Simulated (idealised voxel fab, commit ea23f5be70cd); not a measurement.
The following is a process module called voxel capacitor over wiring.
cross-section cut | 255 nm wide | cells 5 nm
When this document writes out a cross-section, it uses a grid of square cells and lists it as bands, beginning at the top and moving down, with a band standing for one or more rows of cells. Each band's line starts with the height of the band's top and of its bottom, in nm. Then come its materials from left to right, each with its width in nm. One material with "everywhere" fills the band from edge to edge. "empty" is empty space. Counting heights begins at 0, where everything beneath is, in the wafer as received, one material. The lowest band has no bottom; it goes on downwards, as "from 0 down" shows. It should be noted that a width expressed as "30..40" varies in equal increments from row to row of cells within the band, taking the value of the first number at the top row and that of the second number at the bottom row. No cell of the cross-section changed in a step that is given as "identical to before". "Sealed internal cavities": empty spaces of 8 cells or more with no open way to the top, each given as width x height at distance, distance from the left edge, all in nm. Past the settings on a step's line: simulator remark, on that step. overlay nm: mask offset rightward from planned place, masked step; negative means leftward offset.

### Steps planned for the process
step 1: RECEIVE with material Si
step 2: CONFORMAL_DEP with material SiO2, thk nm 15
step 3: DIRECTIONAL_DEP with material TiN, thk nm 5
step 4: DIRECTIONAL_DEP with material W, thk nm 20
step 5: MASKED_ETCH with tone cover, mask id METAL_1, width nm 20, pitch nm 85, etch materials W, depth nm 20, overlay nm 0
step 6: MASKED_ETCH with tone cover, mask id METAL_1, width nm 20, pitch nm 85, etch materials TiN, depth nm 5, overlay nm 0
step 7: FILL_DEP with material lowk, thk nm 5
step 8: CMP with height nm 40
step 9: CONFORMAL_DEP with material SiCN, thk nm 5
step 10: DIRECTIONAL_DEP with material lowk, thk nm 10
step 11: DIRECTIONAL_DEP with material aC, thk nm 10
step 12: PATTERN with tone open, mask id PLUG_1, material resist, width nm 15, thk nm 30, overlay nm 0
step 13: DIRECTIONAL_ETCH with etch materials aC, depth nm 10
step 14: STRIP with etch materials resist
step 15: DIRECTIONAL_ETCH with etch materials lowk, depth nm 10
step 16: DIRECTIONAL_ETCH with etch materials SiCN, depth nm 5
step 17: STRIP with etch materials aC
step 18: EPI with material Ru, thk nm 10
step 19: EPI with material Ru, thk nm 5
step 20: DIRECTIONAL_DEP with material TiN, thk nm 10
step 21: DIRECTIONAL_DEP with material Al2O3, thk nm 5
step 22: DIRECTIONAL_DEP with material TiN, thk nm 5
step 23: DIRECTIONAL_DEP with material aC, thk nm 10
step 24: PATTERN with tone cover, mask id UPPER_PLATE, material resist, width nm 70, thk nm 25, overlay nm 0
step 25: DIRECTIONAL_ETCH with etch materials aC, depth nm 10
step 26: STRIP with etch materials resist
step 27: DIRECTIONAL_ETCH with etch materials TiN, depth nm 5
step 28: DIRECTIONAL_ETCH with etch materials Al2O3, depth nm 5
step 29: STRIP with etch materials aC
step 30: DIRECTIONAL_DEP with material aC, thk nm 15
step 31: PATTERN with tone cover, mask id LOWER_PLATE, material resist, width nm 80, thk nm 35, overlay nm 0
step 32: DIRECTIONAL_ETCH with etch materials aC, depth nm 15
step 33: STRIP with etch materials resist
step 34: DIRECTIONAL_ETCH with etch materials TiN, depth nm 10
step 35: STRIP with etch materials aC
step 36: FILL_DEP with material SiO2, thk nm 15
step 37: CMP with height nm 85
step 38: MASKED_ETCH with tone open, mask id PLUG_2, width nm 15, etch materials SiO2, depth nm 10, overlay nm 0
step 39: CONFORMAL_DEP with material TiN, thk nm 5
step 40: FILL_DEP with material W, thk nm 5
step 41: CMP with height nm 85
step 42: CONFORMAL_DEP with material SiN, thk nm 5

### This is the cross-section of the wafer as we received it, i.e. after step 1
* from 0 down: Si everywhere
* Sealed internal cavities: none

### What the wafer looks like in cross-section after this module, when it starts as shown above and follows the plan above but one mistake is made in running it
* from 90 to 85: SiN everywhere
* from 85 to 80: SiO2: 90, then TiN: 5, then W: 5, then TiN: 5, then SiO2: 150
* from 80 to 70: SiO2: 90..80, then TiN: 15..70, then SiO2: 150..105
* from 70 to 65: SiO2: 80, then Al2O3: 70, then SiO2: 105
* from 65 to 55: SiO2: 75, then TiN: 80, then SiO2: 100
* from 55 to 45: lowk: 80, then Ru: 15, then lowk: 160
* from 45 to 40: SiCN: 80, then Ru: 15, then SiCN: 160
* from 40 to 20: lowk: 75, then W: 20, then lowk: 65, then W: 20, then lowk: 75
* from 20 to 15: SiCN everywhere
* from 15 to 0: SiO2 everywhere
* from 0 down: Si everywhere
* Sealed internal cavities: none
Against the plan, the run slipped here: step 3 ran differently from the plan; actual operation with settings: DIRECTIONAL_DEP with material SiCN, thk nm 5
